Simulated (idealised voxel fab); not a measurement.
Process module, titled voxel wiring stack
It is cross-section cut that appears here, measuring 195 nm in width, its square cells being 5 nm in size.
Cross-section, as written here: a square-cell grid given band by band from the top down, where a band holds one or more rows of cells.
In this notation a band is specified by the heights of its top and bottom, in that order and in nm, after which its materials appear from left to right, each paired with its width in nm. The word "edge to edge" attached to a single material means that material fills the band from edge to edge; the word "empty" stands for empty space.
Height is counted from the level 0, under which the received wafer is composed throughout of one material. The lowest of the bands is not closed at the bottom but continues downward, in the notation "z 0 and below".
Top row gets the first number, bottom row gets the second, and each row in between changes by the same step: that is how a band width like "30->40" works.
"no change occurred" for a step: no cell of the cross-section changed in that step.
Closed-off voids of 8+ cells (no open route to the top) go in "Internal closed voids", written width x height at distance from the left edge, in nm.
Heads up: the bit after the settings on a step's line is the simulator's remark on that step.
overlay nm, on a step with a mask: how far to the right of its planned place the mask lay; to the left if negative
The following list gives the planned process steps:
1) op RECEIVE | material Si
2) op CONFORMAL_DEP | material SiO2 | thk nm 10
3) op CONFORMAL_DEP | material SiN | thk nm 5
4) op DIRECTIONAL_DEP | material SiO2 | thk nm 15
5) op DIRECTIONAL_DEP | material aC | thk nm 15
6) op PATTERN | tone open | mask id METAL_1 | material resist | width nm 25 | pitch nm 40 | thk nm 35 | overlay nm 0
7) op DIRECTIONAL_ETCH | etch materials aC | depth nm 15
8) op STRIP | etch materials resist
9) op DIRECTIONAL_ETCH | etch materials SiO2 | depth nm 15
10) op DIRECTIONAL_ETCH | etch materials SiN | depth nm 5
11) op STRIP | etch materials aC
12) op CONFORMAL_DEP | material TiN | thk nm 5
13) op FILL_DEP | material W | thk nm 10
14) op CMP | height nm 30
15) op EPI | material Ru | thk nm 5
16) op FILL_DEP | material SiCN | thk nm 5
17) op DIRECTIONAL_DEP | material lowk | thk nm 15
18) op DIRECTIONAL_DEP | material aC | thk nm 10
19) op PATTERN | tone open | mask id PLUG_1 | material resist | width nm 15 | pitch nm 40 | thk nm 30 | overlay nm 0
20) op DIRECTIONAL_ETCH | etch materials aC | depth nm 10
21) op STRIP | etch materials resist
22) op DIRECTIONAL_ETCH | etch materials lowk | depth nm 15
23) op DIRECTIONAL_ETCH | etch materials SiCN | depth nm 5
24) op STRIP | etch materials aC
25) op CONFORMAL_DEP | material TiN | thk nm 5
26) op FILL_DEP | material W | thk nm 10
27) op CMP | height nm 55
28) op CONFORMAL_DEP | material SiN | thk nm 5
29) op DIRECTIONAL_DEP | material SiO2 | thk nm 20
30) op MASKED_ETCH | tone open | mask id METAL_2 | width nm 25 | pitch nm 40 | etch materials SiO2 | depth nm 20 | overlay nm 0
31) op MASKED_ETCH | tone open | mask id METAL_2 | width nm 25 | pitch nm 40 | etch materials SiN | depth nm 5 | overlay nm 0
32) op CONFORMAL_DEP | material TiN | thk nm 5
33) op FILL_DEP | material Cu | thk nm 5
34) op CMP | height nm 70
35) op CONFORMAL_DEP | material SiCN | thk nm 5
36) op DIRECTIONAL_DEP | material SiO2 | thk nm 20
37) op DIRECTIONAL_DEP | material aC | thk nm 15
38) op PATTERN | tone open | mask id PLUG_2 | material resist | width nm 15 | pitch nm 40 | thk nm 30 | overlay nm 0
39) op DIRECTIONAL_ETCH | etch materials aC | depth nm 15
40) op STRIP | etch materials resist
41) op DIRECTIONAL_ETCH | etch materials SiO2 | depth nm 20
42) op DIRECTIONAL_ETCH | etch materials SiCN | depth nm 5
43) op STRIP | etch materials aC
44) op CONFORMAL_DEP | material TiN | thk nm 5
45) op FILL_DEP | material W | thk nm 10
46) op CMP | height nm 105
47) op DIRECTIONAL_DEP | material TiN | thk nm 5
48) op DIRECTIONAL_DEP | material W | thk nm 25
49) op PATTERN | tone cover | mask id METAL_3 | material resist | width nm 25 | pitch nm 40 | thk nm 20 | overlay nm 0
50) op DIRECTIONAL_ETCH | etch materials W | depth nm 25
51) op DIRECTIONAL_ETCH | etch materials TiN | depth nm 5
52) op STRIP | etch materials resist
53) op FILL_DEP | material lowk | thk nm 5
54) op CMP | height nm 135
55) op CONFORMAL_DEP | material SiN | thk nm 5
Keep in mind the plan's value for the height nm of step 34 comes from the first wafer; the wafers don't share that setting, but they do share the same starting point.
The as-received cross-section of the first of several wafers corresponds to the state after step 1:
- z 0 and below  Si edge to edge
- Internal closed voids: none
Below is a per-wafer table. In it, each row describes the wafer at the end of the module by giving, for each material, the number of cells gained (+) or lost (-) since the wafer was received, and after that the closed voids of the wafer:
height nm 70; +18 Cu; +21 Ru; +78 SiCN; +87 SiN; +318 SiO2; +171 TiN; +165 W; +234 lowk; Internal closed voids: none
height nm 75; +27 Cu; +21 Ru; +78 SiCN; +87 SiN; +342 SiO2; +177 TiN; +126 W; +234 lowk; Internal closed voids: none
height nm 80; +36 Cu; +21 Ru; +78 SiCN; +87 SiN; +366 SiO2; +147 TiN; +123 W; +234 lowk; Internal closed voids: none
height nm 85; +45 Cu; +21 Ru; +78 SiCN; +87 SiN; +336 SiO2; +171 TiN; +120 W; +234 lowk; Internal closed voids: none
height nm 90; +84 Cu; +21 Ru; +78 SiCN; +87 SiN; +306 SiO2; +165 TiN; +117 W; +234 lowk; Internal closed voids: none
